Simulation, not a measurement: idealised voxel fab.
Herein follows the process module entitled voxel transistor to metal.
Xsec cut, 155 nm wide, square cell size 5 nm.
Cross-section, as written here: a square-cell grid given band by band from the top down, where a band holds one or more rows of cells.
Per band: top height and bottom height in nm, followed by the left-to-right materials and their widths in nm; "edge to edge" marks a single material spanning edge to edge, "empty" marks empty space.
It should be noted that heights are counted from 0, beneath which the wafer as supplied is of one material throughout, and that the lowest band possesses no lower boundary but continues downward, as written in "0 down".
A width such as "30->40" changes by the same amount from each row of cells to the next, from the band's top row to its bottom row.
Where a step carries "all unchanged", the cross-section came out of it unchanged, cell for cell.
The entry titled "Sealed internal voids" provides the empty spaces that have no open way to the top, restricted to those of 8 cells or more. Each is presented as width x height at distance, the distance being measured from the left edge, with all three in nm.
Heads up: the bit after the settings on a step's line is the simulator's remark on that step.
overlay nm: right-of-plan distance of the mask on a masked step; negative values mean left-of-plan.
-- The process steps that were planned are listed below
1: RECEIVE (material Si)
2: OXIDIZE (depth nm 5)
3: CONFORMAL_DEP (material SiN; thk nm 15)
4: DIRECTIONAL_DEP (material aC; thk nm 10)
5: PATTERN (tone cover; mask id ACTIVE; material resist; width nm 105; thk nm 25; overlay nm 0)
6: DIRECTIONAL_ETCH (etch materials aC; depth nm 10)
7: STRIP (etch materials resist)
8: DIRECTIONAL_ETCH (etch materials SiN; depth nm 15)
9: DIRECTIONAL_ETCH (etch materials SiO2; depth nm 5)
10: DIRECTIONAL_ETCH (etch materials Si; depth nm 30)
11: STRIP (etch materials aC)
12: OXIDIZE (depth nm 5)
13: FILL_DEP (material SiO2; thk nm 15)
14: CMP (height nm 15)
15: SELECTIVE_ETCH (etch materials SiO2; depth nm 15)
16: STRIP (etch materials SiN)
17: SELECTIVE_ETCH (etch materials SiO2; depth nm 5)
18: OXIDIZE (depth nm 5)
19: DIRECTIONAL_DEP (material polySi; thk nm 25)
20: DIRECTIONAL_DEP (material SiCN; thk nm 10)
21: PATTERN (tone cover; mask id GATE; material resist; width nm 15; thk nm 15; overlay nm 0)
22: DIRECTIONAL_ETCH (etch materials SiCN; depth nm 20)
23: DIRECTIONAL_ETCH (etch materials polySi; depth nm 35)
24: STRIP (etch materials resist)
25: CONFORMAL_DEP (material SiN; thk nm 10)
26: DIRECTIONAL_ETCH (etch materials SiN; depth nm 10)
27: DIRECTIONAL_ETCH (etch materials SiO2; depth nm 5)
28: EPI (material nSi; thk nm 5)
29: FILL_DEP (material SiO2; thk nm 10)
30: CMP (height nm 30)
31: DIRECTIONAL_DEP (material SiO2; thk nm 10)
32: PATTERN (tone open; mask id CONTACT; material resist; width nm 30; pitch nm 55; thk nm 20; overlay nm 0)
33: DIRECTIONAL_ETCH (etch materials SiO2; depth nm 45)
34: STRIP (etch materials resist)
35: CONFORMAL_DEP (material TiN; thk nm 5)
36: FILL_DEP (material Ru; thk nm 5)
37: CMP (height nm 40)
38: DIRECTIONAL_DEP (material TiN; thk nm 5)
39: DIRECTIONAL_DEP (material Ru; thk nm 15)
40: PATTERN (tone cover; mask id METAL_1; material resist; width nm 20; pitch nm 65; thk nm 15; overlay nm 0)
41: DIRECTIONAL_ETCH (etch materials Ru; depth nm 15)
42: DIRECTIONAL_ETCH (etch materials TiN; depth nm 5)
43: STRIP (etch materials resist)
44: CONFORMAL_DEP (material SiN; thk nm 5)
45: FILL_DEP (material SiO2; thk nm 5)
46: CMP (height nm 60)
47: CONFORMAL_DEP (material SiCN; thk nm 5)
48: DIRECTIONAL_DEP (material SiO2; thk nm 35)
49: DIRECTIONAL_DEP (material aC; thk nm 10)
50: PATTERN (tone open; mask id METAL_2_HOLES; material resist; width nm 15; pitch nm 65; thk nm 30; overlay nm 0)
51: DIRECTIONAL_ETCH (etch materials aC; depth nm 10)
52: STRIP (etch materials resist)
53: DIRECTIONAL_ETCH (etch materials SiO2; depth nm 35)
54: STRIP (etch materials aC)
55: DIRECTIONAL_DEP (material aC; thk nm 15)
56: PATTERN (tone open; mask id METAL_2; material resist; width nm 20; pitch nm 65; thk nm 35; overlay nm 0)
57: DIRECTIONAL_ETCH (etch materials aC; depth nm 15)
58: STRIP (etch materials resist)
59: DIRECTIONAL_ETCH (etch materials SiO2; depth nm 20)
60: DIRECTIONAL_ETCH (etch materials SiCN; depth nm 5)
61: STRIP (etch materials aC)
62: CONFORMAL_DEP (material TiN; thk nm 5)
63: FILL_DEP (material Ru; thk nm 5)
64: CMP (height nm 100)
65: CONFORMAL_DEP (material SiN; thk nm 5)
-- First of two wafers, processed according to plan
-- Step 1 complete: cross-section of the wafer as received
> 0 down | Si edge to edge
> Sealed internal voids: none
-- Wafer section view after processing step 2
> 0 to -5 | SiO2 edge to edge
> At heights below -5, the structure remains unaltered.
-- Wafer section view after processing step 3
> 15 to 0 | SiN edge to edge
> At heights below 0, the structure remains unaltered.
-- Wafer section view after processing step 4
> 25 to 15 | aC edge to edge
> At heights below 15, the structure remains unaltered.
-- Wafer section view after processing step 5
> 50 to 25 | empty=25, then resist=105, then empty=25
> At heights below 25, the structure remains unaltered.
-- Wafer section view after processing step 6
> 40 to 25 | empty=25, then resist=105, then empty=25
> 25 to 15 | empty=25, then aC=105, then empty=25
> At heights below 15, the structure remains unaltered.
-- Wafer section view after processing step 7
> 25 to 15 | empty=25, then aC=105, then empty=25
> At heights below 15, the structure remains unaltered.
-- Wafer section view after processing step 8
> 25 to 15 | empty=25, then aC=105, then empty=25
> 15 to 0 | empty=25, then SiN=105, then empty=25
> At heights below 0, the structure remains unaltered.
-- Wafer section view after processing step 9
> 25 to 15 | empty=25, then aC=105, then empty=25
> 15 to 0 | empty=25, then SiN=105, then empty=25
> 0 to -5 | empty=25, then SiO2=105, then empty=25
> At heights below -5, the structure remains unaltered.
-- Wafer section view after processing step 10
> 25 to 15 | empty=25, then aC=105, then empty=25
> 15 to 0 | empty=25, then SiN=105, then empty=25
> 0 to -5 | empty=25, then SiO2=105, then empty=25
> -5 to -35 | empty=25, then Si=105, then empty=25
> At heights below -35, the structure remains unaltered.
-- Wafer section view after processing step 11
> 15 to 0 | empty=25, then SiN=105, then empty=25
> At heights below 0, the structure remains unaltered.
-- Wafer section view after processing step 12
> 15 to 0 | empty=25, then SiN=105, then empty=25
> 0 to -5 | empty=25, then SiO2=105, then empty=25
> -5 to -35 | empty=25, then SiO2=5, then Si=95, then SiO2=5, then empty=25
> -35 to -40 | SiO2=30, then Si=95, then SiO2=30
> At heights below -40, the structure remains unaltered.
-- Wafer section view after processing step 13
> 30 to 15 | SiO2 edge to edge
> 15 to 0 | SiO2=25, then SiN=105, then SiO2=25
> 0 to -5 | SiO2 edge to edge
> -5 to -40 | SiO2=30, then Si=95, then SiO2=30
> At heights below -40, the structure remains unaltered.
-- Wafer section view after processing step 14
> 15 to 0 | SiO2=25, then SiN=105, then SiO2=25
> At heights below 0, the structure remains unaltered.
-- Wafer section view after processing step 15
> 15 to 0 | empty=25, then SiN=105, then empty=25
> At heights below 0, the structure remains unaltered.
-- Wafer section view after processing step 16
> 0 to -5 | SiO2 edge to edge
> At heights below -5, the structure remains unaltered.
-- Wafer section view after processing step 17
> -5 to -40 | SiO2=30, then Si=95, then SiO2=30
> At heights below -40, the structure remains unaltered.
-- Wafer section view after processing step 18
> -5 to -10 | SiO2 edge to edge
> At heights below -10, the structure remains unaltered.
-- Wafer section view after processing step 19
> 20 to -5 | polySi edge to edge
> At heights below -5, the structure remains unaltered.
-- Wafer section view after processing step 20
> 30 to 20 | SiCN edge to edge
> At heights below 20, the structure remains unaltered.
-- Wafer section view after processing step 21
> 45 to 30 | empty=70, then resist=15, then empty=70
> At heights below 30, the structure remains unaltered.
-- Wafer section view after processing step 22
> 45 to 30 | empty=70, then resist=15, then empty=70
> 30 to 20 | empty=70, then SiCN=15, then empty=70
> At heights below 20, the structure remains unaltered.
-- Wafer section view after processing step 23
> 45 to 30 | empty=70, then resist=15, then empty=70
> 30 to 20 | empty=70, then SiCN=15, then empty=70
> 20 to -5 | empty=70, then polySi=15, then empty=70
> At heights below -5, the structure remains unaltered.
-- Wafer section view after processing step 24
> 30 to 20 | empty=70, then SiCN=15, then empty=70
> At heights below 20, the structure remains unaltered.
-- Wafer section view after processing step 25
> 40 to 30 | empty=60, then SiN=35, then empty=60
> 30 to 20 | empty=60, then SiN=10, then SiCN=15, then SiN=10, then empty=60
> 20 to 5 | empty=60, then SiN=10, then polySi=15, then SiN=10, then empty=60
> 5 to -5 | SiN=70, then polySi=15, then SiN=70
> At heights below -5, the structure remains unaltered.
-- Wafer section view after processing step 26
> 30 to 20 | empty=60, then SiN=10, then SiCN=15, then SiN=10, then empty=60
> 20 to -5 | empty=60, then SiN=10, then polySi=15, then SiN=10, then empty=60
> At heights below -5, the structure remains unaltered.
-- Wafer section view after processing step 27
> 30 to 20 | empty=60, then SiN=10, then SiCN=15, then SiN=10, then empty=60
> 20 to -5 | empty=60, then SiN=10, then polySi=15, then SiN=10, then empty=60
> -5 to -10 | empty=60, then SiO2=35, then empty=60
> At heights below -10, the structure remains unaltered.
-- Wafer section view after processing step 28
> 30 to 20 | empty=60, then SiN=10, then SiCN=15, then SiN=10, then empty=60
> 20 to -5 | empty=60, then SiN=10, then polySi=15, then SiN=10, then empty=60
> -5 to -10 | empty=25, then nSi=35, then SiO2=35, then nSi=35, then empty=25
> At heights below -10, the structure remains unaltered.
-- Wafer section view after processing step 29
> 40 to 30 | SiO2 edge to edge
> 30 to 20 | SiO2=60, then SiN=10, then SiCN=15, then SiN=10, then SiO2=60
> 20 to -5 | SiO2=60, then SiN=10, then polySi=15, then SiN=10, then SiO2=60
> -5 to -10 | SiO2=25, then nSi=35, then SiO2=35, then nSi=35, then SiO2=25
> At heights below -10, the structure remains unaltered.
-- Wafer section view after processing step 30
> 30 to 20 | SiO2=60, then SiN=10, then SiCN=15, then SiN=10, then SiO2=60
> At heights below 20, the structure remains unaltered.
-- Wafer section view after processing step 31
> 40 to 30 | SiO2 edge to edge
> At heights below 30, the structure remains unaltered.
-- Wafer section view after processing step 32
> 60 to 40 | resist=35, then empty=30, then resist=25, then empty=30, then resist=35
> At heights below 40, the structure remains unaltered.
-- Wafer section view after processing step 33
> 60 to 40 | resist=35, then empty=30, then resist=25, then empty=30, then resist=35
> 40 to 30 | SiO2=35, then empty=30, then SiO2=25, then empty=30, then SiO2=35
> 30 to 20 | SiO2=35, then empty=25, then SiN=10, then SiCN=15, then SiN=10, then empty=25, then SiO2=35
> 20 to -5 | SiO2=35, then empty=25, then SiN=10, then polySi=15, then SiN=10, then empty=25, then SiO2=35
> At heights below -5, the structure remains unaltered.
-- Wafer section view after processing step 34
> 40 to 30 | SiO2=35, then empty=30, then SiO2=25, then empty=30, then SiO2=35
> At heights below 30, the structure remains unaltered.
-- Wafer section view after processing step 35
> 45 to 40 | TiN=40, then empty=20, then TiN=35, then empty=20, then TiN=40
> 40 to 30 | SiO2=35, then TiN=5, then empty=20->15, then TiN=5->10, then SiO2=25, then TiN=5->10, then empty=20->15, then TiN=5, then SiO2=35
> 30 to 20 | SiO2=35, then TiN=5, then empty=15, then TiN=5, then SiN=10, then SiCN=15, then SiN=10, then TiN=5, then empty=15, then TiN=5, then SiO2=35
> 20 to 0 | SiO2=35, then TiN=5, then empty=15, then TiN=5, then SiN=10, then polySi=15, then SiN=10, then TiN=5, then empty=15, then TiN=5, then SiO2=35
> 0 to -5 | SiO2=35, then TiN=25, then SiN=10, then polySi=15, then SiN=10, then TiN=25, then SiO2=35
> At heights below -5, the structure remains unaltered.
-- Wafer section view after processing step 36
> 50 to 45 | Ru edge to edge
> 45 to 40 | TiN=40, then Ru=20, then TiN=35, then Ru=20, then TiN=40
> 40 to 30 | SiO2=35, then TiN=5, then Ru=20->15, then TiN=5->10, then SiO2=25, then TiN=5->10, then Ru=20->15, then TiN=5, then SiO2=35
> 30 to 20 | SiO2=35, then TiN=5, then Ru=15, then TiN=5, then SiN=10, then SiCN=15, then SiN=10, then TiN=5, then Ru=15, then TiN=5, then SiO2=35
> 20 to 0 | SiO2=35, then TiN=5, then Ru=15, then TiN=5, then SiN=10, then polySi=15, then SiN=10, then TiN=5, then Ru=15, then TiN=5, then SiO2=35
> At heights below 0, the structure remains unaltered.
-- Wafer section view after processing step 37
> 40 to 30 | SiO2=35, then TiN=5, then Ru=20->15, then TiN=5->10, then SiO2=25, then TiN=5->10, then Ru=20->15, then TiN=5, then SiO2=35
> At heights below 30, the structure remains unaltered.
-- Wafer section view after processing step 38
> 45 to 40 | TiN edge to edge
> At heights below 40, the structure remains unaltered.
-- Wafer section view after processing step 39
> 60 to 45 | Ru edge to edge
> At heights below 45, the structure remains unaltered.
-- Wafer section view after processing step 40
> 75 to 60 | empty=35, then resist=20, then empty=45, then resist=20, then empty=35
> At heights below 60, the structure remains unaltered.
-- Wafer section view after processing step 41
> 75 to 60 | empty=35, then resist=20, then empty=45, then resist=20, then empty=35
> 60 to 45 | empty=35, then Ru=20, then empty=45, then Ru=20, then empty=35
> At heights below 45, the structure remains unaltered.
-- Wafer section view after processing step 42
> 75 to 60 | empty=35, then resist=20, then empty=45, then resist=20, then empty=35
> 60 to 45 | empty=35, then Ru=20, then empty=45, then Ru=20, then empty=35
> 45 to 40 | empty=35, then TiN=20, then empty=45, then TiN=20, then empty=35
> At heights below 40, the structure remains unaltered.
-- Wafer section view after processing step 43
> 60 to 45 | empty=35, then Ru=20, then empty=45, then Ru=20, then empty=35
> At heights below 45, the structure remains unaltered.
-- Wafer section view after processing step 44
> 65 to 60 | empty=30, then SiN=30, then empty=35, then SiN=30, then empty=30
> 60 to 45 | empty=30, then SiN=5, then Ru=20, then SiN=5, then empty=35, then SiN=5, then Ru=20, then SiN=5, then empty=30
> 45 to 40 | SiN=35, then TiN=20, then SiN=45, then TiN=20, then SiN=35
> At heights below 40, the structure remains unaltered.
-- Wafer section view after processing step 45
> 70 to 65 | SiO2 edge to edge
> 65 to 60 | SiO2=30, then SiN=30, then SiO2=35, then SiN=30, then SiO2=30
> 60 to 45 | SiO2=30, then SiN=5, then Ru=20, then SiN=5, then SiO2=35, then SiN=5, then Ru=20, then SiN=5, then SiO2=30
> At heights below 45, the structure remains unaltered.
-- Wafer section view after processing step 46
> 60 to 45 | SiO2=30, then SiN=5, then Ru=20, then SiN=5, then SiO2=35, then SiN=5, then Ru=20, then SiN=5, then SiO2=30
> At heights below 45, the structure remains unaltered.
-- Wafer section view after processing step 47
> 65 to 60 | SiCN edge to edge
> At heights below 60, the structure remains unaltered.
-- Wafer section view after processing step 48
> 100 to 65 | SiO2 edge to edge
> At heights below 65, the structure remains unaltered.
-- Wafer section view after processing step 49
> 110 to 100 | aC edge to edge
> At heights below 100, the structure remains unaltered.
-- Wafer section view after processing step 50
> 140 to 110 | resist=35, then empty=15, then resist=50, then empty=15, then resist=40
> At heights below 110, the structure remains unaltered.
-- Wafer section view after processing step 51
> 130 to 110 | resist=35, then empty=15, then resist=50, then empty=15, then resist=40
> 110 to 100 | aC=35, then empty=15, then aC=50, then empty=15, then aC=40
> At heights below 100, the structure remains unaltered.
-- Wafer section view after processing step 52
> 110 to 100 | aC=35, then empty=15, then aC=50, then empty=15, then aC=40
> At heights below 100, the structure remains unaltered.
-- Wafer section view after processing step 53
> 110 to 100 | aC=35, then empty=15, then aC=50, then empty=15, then aC=40
> 100 to 65 | SiO2=35, then empty=15, then SiO2=50, then empty=15, then SiO2=40
> At heights below 65, the structure remains unaltered.
-- Wafer section view after processing step 54
> 100 to 65 | SiO2=35, then empty=15, then SiO2=50, then empty=15, then SiO2=40
> At heights below 65, the structure remains unaltered.
-- Wafer section view after processing step 55
> 115 to 100 | aC=35, then empty=15, then aC=50, then empty=15, then aC=40
> 100 to 80 | SiO2=35, then empty=15, then SiO2=50, then empty=15, then SiO2=40
> 80 to 65 | SiO2=35, then aC=15, then SiO2=50, then aC=15, then SiO2=40
> At heights below 65, the structure remains unaltered.
-- Wafer section view after processing step 56
> 150 to 115 | resist=35, then empty=20, then resist=45, then empty=20, then resist=35
> At heights below 115, the structure remains unaltered.
-- Wafer section view after processing step 57
> 135 to 115 | resist=35, then empty=20, then resist=45, then empty=20, then resist=35
> 115 to 100 | aC=35, then empty=20, then aC=45, then empty=20, then aC=35
> 100 to 65 | SiO2=35, then empty=15, then SiO2=50, then empty=15, then SiO2=40
> At heights below 65, the structure remains unaltered.
-- Wafer section view after processing step 58
> 115 to 100 | aC=35, then empty=20, then aC=45, then empty=20, then aC=35
> At heights below 100, the structure remains unaltered.
-- Wafer section view after processing step 59
> 115 to 100 | aC=35, then empty=20, then aC=45, then empty=20, then aC=35
> 100 to 80 | SiO2=35, then empty=20, then SiO2=45, then empty=20, then SiO2=35
> At heights below 80, the structure remains unaltered.
-- Wafer section view after processing step 60
> 115 to 100 | aC=35, then empty=20, then aC=45, then empty=20, then aC=35
> 100 to 80 | SiO2=35, then empty=20, then SiO2=45, then empty=20, then SiO2=35
> 80 to 65 | SiO2=35, then empty=15, then SiO2=50, then empty=15, then SiO2=40
> 65 to 60 | SiCN=35, then empty=15, then SiCN=50, then empty=15, then SiCN=40
> At heights below 60, the structure remains unaltered.
-- Wafer section view after processing step 61
> 100 to 80 | SiO2=35, then empty=20, then SiO2=45, then empty=20, then SiO2=35
> At heights below 80, the structure remains unaltered.
-- Wafer section view after processing step 62
> 105 to 100 | TiN=40, then empty=10, then TiN=55, then empty=10, then TiN=40
> 100 to 85 | SiO2=35, then TiN=5, then empty=10, then TiN=5, then SiO2=45, then TiN=5, then empty=10, then TiN=5, then SiO2=35
> 85 to 80 | SiO2=35, then TiN=5, then empty=5, then TiN=10, then SiO2=45, then TiN=5, then empty=5, then TiN=10, then SiO2=35
> 80 to 65 | SiO2=35, then TiN=5, then empty=5, then TiN=5, then SiO2=50, then TiN=5, then empty=5, then TiN=5, then SiO2=40
> 65 to 60 | SiCN=35, then TiN=15, then SiCN=50, then TiN=15, then SiCN=40
> At heights below 60, the structure remains unaltered.
-- Wafer section view after processing step 63
> 110 to 105 | Ru edge to edge
> 105 to 100 | TiN=40, then Ru=10, then TiN=55, then Ru=10, then TiN=40
> 100 to 85 | SiO2=35, then TiN=5, then Ru=10, then TiN=5, then SiO2=45, then TiN=5, then Ru=10, then TiN=5, then SiO2=35
> 85 to 80 | SiO2=35, then TiN=5, then Ru=5, then TiN=10, then SiO2=45, then TiN=5, then Ru=5, then TiN=10, then SiO2=35
> 80 to 65 | SiO2=35, then TiN=5, then Ru=5, then TiN=5, then SiO2=50, then TiN=5, then Ru=5, then TiN=5, then SiO2=40
> At heights below 65, the structure remains unaltered.
-- Wafer section view after processing step 64
> 100 to 85 | SiO2=35, then TiN=5, then Ru=10, then TiN=5, then SiO2=45, then TiN=5, then Ru=10, then TiN=5, then SiO2=35
> At heights below 85, the structure remains unaltered.
-- Wafer section view after processing step 65
> 105 to 100 | SiN edge to edge
> At heights below 100, the structure remains unaltered.
-- Second wafer, same starting conditions and recipe as the first, one mistake in executing it, nothing differs from the first up to and including step 60
Second wafer, cross-section, planned end of step 61: all unchanged
-- Second wafer, cross-section, planned end of step 62
> 120 to 115 | TiN=40, then empty=10, then TiN=55, then empty=10, then TiN=40
> 115 to 100 | aC=35, then TiN=5, then empty=10, then TiN=5, then aC=45, then TiN=5, then empty=10, then TiN=5, then aC=35
> 100 to 85 | SiO2=35, then TiN=5, then empty=10, then TiN=5, then SiO2=45, then TiN=5, then empty=10, then TiN=5, then SiO2=35
> 85 to 80 | SiO2=35, then TiN=5, then empty=5, then TiN=10, then SiO2=45, then TiN=5, then empty=5, then TiN=10, then SiO2=35
> 80 to 65 | SiO2=35, then TiN=5, then empty=5, then TiN=5, then SiO2=50, then TiN=5, then empty=5, then TiN=5, then SiO2=40
> 65 to 60 | SiCN=35, then TiN=15, then SiCN=50, then TiN=15, then SiCN=40
> At heights below 60, the structure remains unaltered.
-- Second wafer, cross-section, planned end of step 63
> 125 to 120 | Ru edge to edge
> 120 to 115 | TiN=40, then Ru=10, then TiN=55, then Ru=10, then TiN=40
> 115 to 100 | aC=35, then TiN=5, then Ru=10, then TiN=5, then aC=45, then TiN=5, then Ru=10, then TiN=5, then aC=35
> 100 to 85 | SiO2=35, then TiN=5, then Ru=10, then TiN=5, then SiO2=45, then TiN=5, then Ru=10, then TiN=5, then SiO2=35
> 85 to 80 | SiO2=35, then TiN=5, then Ru=5, then TiN=10, then SiO2=45, then TiN=5, then Ru=5, then TiN=10, then SiO2=35
> 80 to 65 | SiO2=35, then TiN=5, then Ru=5, then TiN=5, then SiO2=50, then TiN=5, then Ru=5, then TiN=5, then SiO2=40
> At heights below 65, the structure remains unaltered.
-- Second wafer, cross-section, planned end of step 64
> 100 to 85 | SiO2=35, then TiN=5, then Ru=10, then TiN=5, then SiO2=45, then TiN=5, then Ru=10, then TiN=5, then SiO2=35
> At heights below 85, the structure remains unaltered.
-- Second wafer, cross-section, planned end of step 65
> 105 to 100 | SiN edge to edge
> At heights below 100, the structure remains unaltered.
Error vs. plan: step 61 of the plan: omitted, not performed
If you compare the two wafers at the end, their cross-sections are the same, so as far as this model is concerned the mistake changes nothing.
